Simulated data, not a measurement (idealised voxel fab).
Title: Process Module voxel ribs on slabs
The cross-section on display is named cut; it measures 250 nm wide, and its cells are 5 nm squares.
Cross-section spec: square-cell grid; bands listed top down; each band is one or more rows. Within each band entry, the heights of the top and of the bottom of the band appear first, in that order and in nm; the materials of the band then follow from left to right, each with its corresponding width in nm. The designation "edge to edge" on a single material indicates that it fills the band from edge to edge; the designation "air" indicates empty space. Ref level 0: as-received wafer is one material below here. Bottom band extends down with no lower bound ("0..down"). A two-number width, for instance "30..40", indicates that the width is equal to the first number in the top row of the band and to the second number in the bottom row, and that it changes by a constant amount per row of cells. You'll sometimes find "changes: none" written for a step, and that's the way of saying that nowhere in the cross-section did a cell change during that step. The entry "Fully enclosed voids" lists the empty spaces that cover at least 8 cells and have no open path to the top. Each is written as width x height at distance, where the distance is measured from the left edge and all three values are in nm. On each step's line, the part that comes after the settings is the simulator's own comment on the step. For masked steps, "overlay nm" on the step line gives how far right of plan the mask actually lay; a minus sign means it lay to the left.

[The planned process steps are enumerated hereunder]
step 1: RECEIVE, material Si
step 2: DIRECTIONAL_DEP, material SiO2, thk nm 20
step 3: DIRECTIONAL_DEP, material polySi, thk nm 20
step 4: MASKED_ETCH, tone cover, mask id RIB, width nm 20, etch materials polySi, depth nm 5, overlay nm -15
step 5: DIRECTIONAL_DEP, material aC, thk nm 10
step 6: PATTERN, tone cover, mask id SLAB, material resist, width nm 80, thk nm 30, overlay nm 0
step 7: DIRECTIONAL_ETCH, etch materials aC, depth nm 10
step 8: STRIP, etch materials resist
step 9: DIRECTIONAL_ETCH, etch materials polySi, depth nm 15
step 10: STRIP, etch materials aC
step 11: FILL_DEP, material SiO2, thk nm 30
step 12: CMP, height nm 60
step 13: DIRECTIONAL_DEP, material W, thk nm 5
step 14: MASKED_ETCH, tone cover, mask id HEATER, width nm 30, etch materials W, depth nm 5, overlay nm 0
step 15: CONFORMAL_DEP, material SiN, thk nm 10
Heads up: all these wafers start the same, and what changes between them is the overlay nm in step 4. The value you see in the plan is just what the first wafer got.

[Sectional view: first of several wafers, as received, after step 1]
* 0..down  Si edge to edge
* Fully enclosed voids: none

[First of several wafers in cross-section at module end, following the final step, step 15]
* 75..70  air 100 nm / SiN 50 nm / air 100 nm
* 70..65  SiN edge to edge
* 65..60  SiN 110 nm / W 30 nm / SiN 110 nm
* 60..40  SiO2 edge to edge
* 40..35  SiO2 100 nm / polySi 20 nm / SiO2 130 nm
* 35..20  SiO2 85 nm / polySi 80 nm / SiO2 85 nm
* 20..0  SiO2 edge to edge
* 0..down  Si edge to edge
* Fully enclosed voids: none

[Final wafer of several, shown in cross-section at the end of the module]
* 75..70  air 100 nm / SiN 50 nm / air 100 nm
* 70..65  SiN edge to edge
* 65..60  SiN 110 nm / W 30 nm / SiN 110 nm
* 60..40  SiO2 edge to edge
* 40..35  SiO2 130 nm / polySi 20 nm / SiO2 100 nm
* 35..20  SiO2 85 nm / polySi 80 nm / SiO2 85 nm
* 20..0  SiO2 edge to edge
* 0..down  Si edge to edge
* Fully enclosed voids: none

[wafer rows; end of module; cells per material since receipt: (+) gained, (-) lost; then closed voids]
overlay nm -15, +104 SiN, +548 SiO2, +6 W, +52 polySi, Fully enclosed voids: none
overlay nm -10, +104 SiN, +548 SiO2, +6 W, +52 polySi, Fully enclosed voids: none
overlay nm -5, +104 SiN, +548 SiO2, +6 W, +52 polySi, Fully enclosed voids: none
overlay nm 0, +104 SiN, +548 SiO2, +6 W, +52 polySi, Fully enclosed voids: none
overlay nm 5, +104 SiN, +548 SiO2, +6 W, +52 polySi, Fully enclosed voids: none
overlay nm 10, +104 SiN, +548 SiO2, +6 W, +52 polySi, Fully enclosed voids: none
overlay nm 15, +104 SiN, +548 SiO2, +6 W, +52 polySi, Fully enclosed voids: none
